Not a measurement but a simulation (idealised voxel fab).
process module | voxel self aligned contacts
cross-section cut | 160 nm wide | cells 5 nm
A cross-section is a grid of square cells, given in bands from the top down. A band is one or more rows of cells.
Each band's line starts with the height of the band's top and of its bottom, in nm. Then come its materials from left to right, each with its width in nm. One material with "throughout" fills the band from edge to edge. "air" is empty space.
Height 0 is the level under which the wafer as received is all one material. The lowest band goes on downwards, as in "0 down".
A width such as "30 to 40" changes by the same amount from each row of cells to the next, from the band's top row to its bottom row.
"no change" after a step means that no cell of the cross-section changed.
closed voids: empty space of 8 cells or more with no open way to the top, each as width x height at its distance from the left edge, in nm
after a step's settings: what the simulator itself notes on the step
overlay nm, on a step with a mask: how far to the right of its planned place the mask lay; to the left if negative
plan
1 op RECEIVE | material Si
2 op CONFORMAL_DEP | material SiO2 | thk nm 5
3 op DIRECTIONAL_DEP | material polySi | thk nm 20
4 op DIRECTIONAL_DEP | material SiN | thk nm 20
5 op MASKED_ETCH | tone cover | mask id GATE | width nm 30 | pitch nm 75 | etch materials SiN | depth nm 20 | overlay nm 0
6 op MASKED_ETCH | tone cover | mask id GATE | width nm 30 | pitch nm 75 | etch materials polySi | depth nm 20 | overlay nm 0
7 op CONFORMAL_DEP | material SiN | thk nm 10
8 op DIRECTIONAL_ETCH | etch materials SiN | depth nm 10
9 op FILL_DEP | material SiO2 | thk nm 15
10 op CMP | height nm 50
11 op PATTERN | tone open | mask id CONTACT | material resist | width nm 55 | thk nm 20 | overlay nm -15
12 op DIRECTIONAL_ETCH | etch materials SiO2 | depth nm 50
13 op STRIP | etch materials resist
14 op CONFORMAL_DEP | material TiN | thk nm 5
15 op FILL_DEP | material W | thk nm 10
16 op CMP | height nm 50
17 op CONFORMAL_DEP | material SiN | thk nm 5
varied across the wafers: overlay nm of step 11. The plan shows the first wafer's value. All wafers start alike
first wafer as received, after step 1
  0 down: Si throughout
  closed voids: none
each wafer at the end: cells of each material gained (+) or lost (-) since it was received, then its closed voids
overlay nm -15 | +144 SiN | +104 SiO2 | +29 TiN | +27 W | +48 polySi | closed voids: none
overlay nm -10 | +144 SiN | +104 SiO2 | +29 TiN | +27 W | +48 polySi | closed voids: none
overlay nm -5 | +144 SiN | +104 SiO2 | +29 TiN | +27 W | +48 polySi | closed voids: none
overlay nm 0 | +144 SiN | +104 SiO2 | +29 TiN | +27 W | +48 polySi | closed voids: none
overlay nm 5 | +144 SiN | +104 SiO2 | +29 TiN | +27 W | +48 polySi | closed voids: none
overlay nm 10 | +144 SiN | +104 SiO2 | +29 TiN | +27 W | +48 polySi | closed voids: none
overlay nm 15 | +144 SiN | +104 SiO2 | +29 TiN | +27 W | +48 polySi | closed voids: none
